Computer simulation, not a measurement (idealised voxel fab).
This section sets out a process module, namely voxel quadruple lines.
Pictured: cross-section cut, 190 nm wide, on a grid of 5 nm square cells.
Cross-section layout: square cells on a grid; listed as bands, top to bottom; a band spans one or more cell rows. Top height, bottom height, nm. Materials left to right, width each, nm. Single material + "throughout" = fills band edge to edge. "air" = empty. Convention: height 0 is the level below which the wafer, as received, is all one material. The lowest band does not terminate at the bottom but continues downward, represented as "z 0 and below". Top row gets the first number, bottom row gets the second, and each row in between changes by the same step: that is how a band width like "30->40" works. Key: "no change" - step with no changed cell in the cross-section. This entry, "Enclosed void entries", enumerates those empty regions of no fewer than 8 cells that possess no open connection to the top. Each region is reported in the form width x height at distance, the distance being taken from the left edge, with all three quantities expressed in nm. That trailing text on a step's line, after the settings, is the simulator's own remark on the step. The optional step-line setting "overlay nm" applies to steps with a mask and quantifies how far to the right of its planned location the mask lay, a negative value indicating leftward placement.
Planned step list for the process:
- 1: RECEIVE: material Si
- 2: CONFORMAL_DEP: material SiO2, thk nm 5
- 3: DIRECTIONAL_DEP: material Ru, thk nm 10
- 4: DIRECTIONAL_DEP: material polySi, thk nm 15
- 5: DIRECTIONAL_DEP: material aC, thk nm 25
- 6: PATTERN: tone cover, mask id MANDREL, material resist, width nm 30, thk nm 30, overlay nm 0
- 7: DIRECTIONAL_ETCH: etch materials aC, depth nm 25
- 8: STRIP: etch materials resist
- 9: CONFORMAL_DEP: material SiO2, thk nm 10
- 10: DIRECTIONAL_ETCH: etch materials SiO2, depth nm 10
- 11: STRIP: etch materials aC
- 12: DIRECTIONAL_ETCH: etch materials polySi, depth nm 15
- 13: STRIP: etch materials SiO2
- 14: CONFORMAL_DEP: material SiCN, thk nm 10
- 15: DIRECTIONAL_ETCH: etch materials SiCN, depth nm 10
- 16: STRIP: etch materials polySi
- 17: DIRECTIONAL_ETCH: etch materials Ru, depth nm 10
- 18: STRIP: etch materials SiCN
As received, after step 1:
- z 0 and below  Si throughout
- Enclosed void entries: none
Module complete - cross-section of the first of two wafers, run according to plan:
- z 15 to 5  air (60), then Ru (10), then air (10), then Ru (10), then air (10), then Ru (10), then air (10), then Ru (10), then air (60)
- z 5 to 0  SiO2 throughout
- z 0 and below  Si throughout
- Enclosed void entries: none
The second wafer, shown in cross-section after the module: started the same way as the first and given the same plan, yet one mistake crept into how it was run:
- z 10 to 0  air (60), then Ru (10), then air (10), then Ru (10), then air (10), then Ru (10), then air (10), then Ru (10), then air (60)
- z 0 and below  Si throughout
- Enclosed void entries: none
Nonconformance to the process plan: step 2 of the plan did not run at all; it was left out
Final comparison by cell count, materials where the second wafer has more or fewer than the first: SiO2: 38 fewer
